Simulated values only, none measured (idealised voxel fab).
voxel self aligned contacts: a process module
cross-section cut | 260 nm wide | cells 5 nm
Each cross-section below is a grid of square cells, stated as bands in top-down order, with one or more rows of cells making up each band. Heads up on the band format: heights come first, top then bottom, in nm. After that it's the materials left to right, each with its width in nm. A single material flagged "everywhere" fills the whole band edge to edge, and "empty" means there's empty space there. It should be noted that heights are counted from 0, beneath which the wafer as supplied is of one material throughout, and that the lowest band possesses no lower boundary but continues downward, as written in "from 0 down". Width spec "30->40" -> top row of cells at first value, bottom row at second value, equal per-row change in between. The designation "no alteration", where it is given for a processing step, indicates that no cell of the cross-section was altered in the course of that step. Closed-off voids of 8+ cells (no open route to the top) go in "Closed void entries", written width x height at distance from the left edge, in nm. Where a step's line continues beyond its settings, the continuation is a remark by the simulator itself on that step. Among the settings permitted on a step's line is "overlay nm"; applied to a step with a mask, it specifies the extent to which the mask lay to the right of its planned position, whereas a negative figure signifies a position to the left.

# Steps planned for the process
1: RECEIVE with material Si
2: OXIDIZE with depth nm 5
3: DIRECTIONAL_DEP with material polySi, thk nm 30
4: DIRECTIONAL_DEP with material SiN, thk nm 25
5: PATTERN with tone cover, mask id GATE, material resist, width nm 15, pitch nm 70, thk nm 15, overlay nm 0
6: DIRECTIONAL_ETCH with etch materials SiN, depth nm 25
7: DIRECTIONAL_ETCH with etch materials polySi, depth nm 30
8: STRIP with etch materials resist
9: CONFORMAL_DEP with material SiN, thk nm 10
10: DIRECTIONAL_ETCH with etch materials SiN, depth nm 10
11: FILL_DEP with material SiO2, thk nm 15
12: CMP with height nm 65
13: MASKED_ETCH with tone open, mask id CONTACT, width nm 55, pitch nm 70, etch materials SiO2, depth nm 70, overlay nm 0
14: CONFORMAL_DEP with material TiN, thk nm 5
15: FILL_DEP with material W, thk nm 10
16: CMP with height nm 65
17: CONFORMAL_DEP with material SiN, thk nm 5
What sets these wafers apart? The width nm at step 5. They all start alike, and the plan carries the first wafer's value.

# The as-received cross-section of the first of several wafers corresponds to the state after step 1
  from 0 down: Si everywhere
  Closed void entries: none

# Cross-section of the first of several wafers, taken after step 17, where the module ends
  from 70 to 65: SiN everywhere
  from 65 to 55: 65 of SiO2  5->15 of TiN  45->25 of W  5->15 of TiN  15 of SiO2  5->15 of TiN  45->25 of W  5->15 of TiN  70 of SiO2
  from 55 to 30: 40 of SiO2  35 of SiN  5 of TiN  25 of W  5 of TiN  35 of SiN  5 of TiN  25 of W  5 of TiN  35 of SiN  45 of SiO2
  from 30 to 0: 40 of SiO2  10 of SiN  15 of polySi  10 of SiN  5 of TiN  25 of W  5 of TiN  10 of SiN  15 of polySi  10 of SiN  5 of TiN  25 of W  5 of TiN  10 of SiN  15 of polySi  10 of SiN  45 of SiO2
  from 0 to -5: 75 of SiO2  35 of TiN  35 of SiO2  35 of TiN  80 of SiO2
  from -5 down: Si everywhere
  Closed void entries: none

# Last wafer x-sec, end of module
  from 70 to 65: SiN everywhere
  from 65 to 60: 65 of SiO2  5 of TiN  45 of W  5 of TiN  15 of SiO2  5 of TiN  45 of W  5 of TiN  70 of SiO2
  from 60 to 55: 65 of SiO2  55 of TiN  15 of SiO2  55 of TiN  70 of SiO2
  from 55 to 30: 30 of SiO2  60 of SiN  10 of TiN  60 of SiN  10 of TiN  60 of SiN  30 of SiO2
  from 30 to 0: 30 of SiO2  10 of SiN  40 of polySi  10 of SiN  10 of TiN  10 of SiN  40 of polySi  10 of SiN  10 of TiN  10 of SiN  40 of polySi  10 of SiN  30 of SiO2
  from 0 to -5: 90 of SiO2  10 of TiN  60 of SiO2  10 of TiN  90 of SiO2
  from -5 down: Si everywhere
  Closed void entries: none

# Basically each wafer gets a line in the table, showing it at the end of the module: material by material, the cells it gained (+) or lost (-) since we got it, then its closed voids
width nm 15; -52 Si; +229 SiN; +285 SiO2; +74 TiN; +138 W; +54 polySi; Closed void entries: none
width nm 20; -52 Si; +244 SiN; +276 SiO2; +74 TiN; +114 W; +72 polySi; Closed void entries: none
width nm 25; -52 Si; +259 SiN; +267 SiO2; +74 TiN; +90 W; +90 polySi; Closed void entries: none
width nm 30; -52 Si; +274 SiN; +258 SiO2; +74 TiN; +66 W; +108 polySi; Closed void entries: none
width nm 35; -52 Si; +289 SiN; +249 SiO2; +74 TiN; +42 W; +126 polySi; Closed void entries: none
width nm 40; -52 Si; +304 SiN; +240 SiO2; +74 TiN; +18 W; +144 polySi; Closed void entries: none
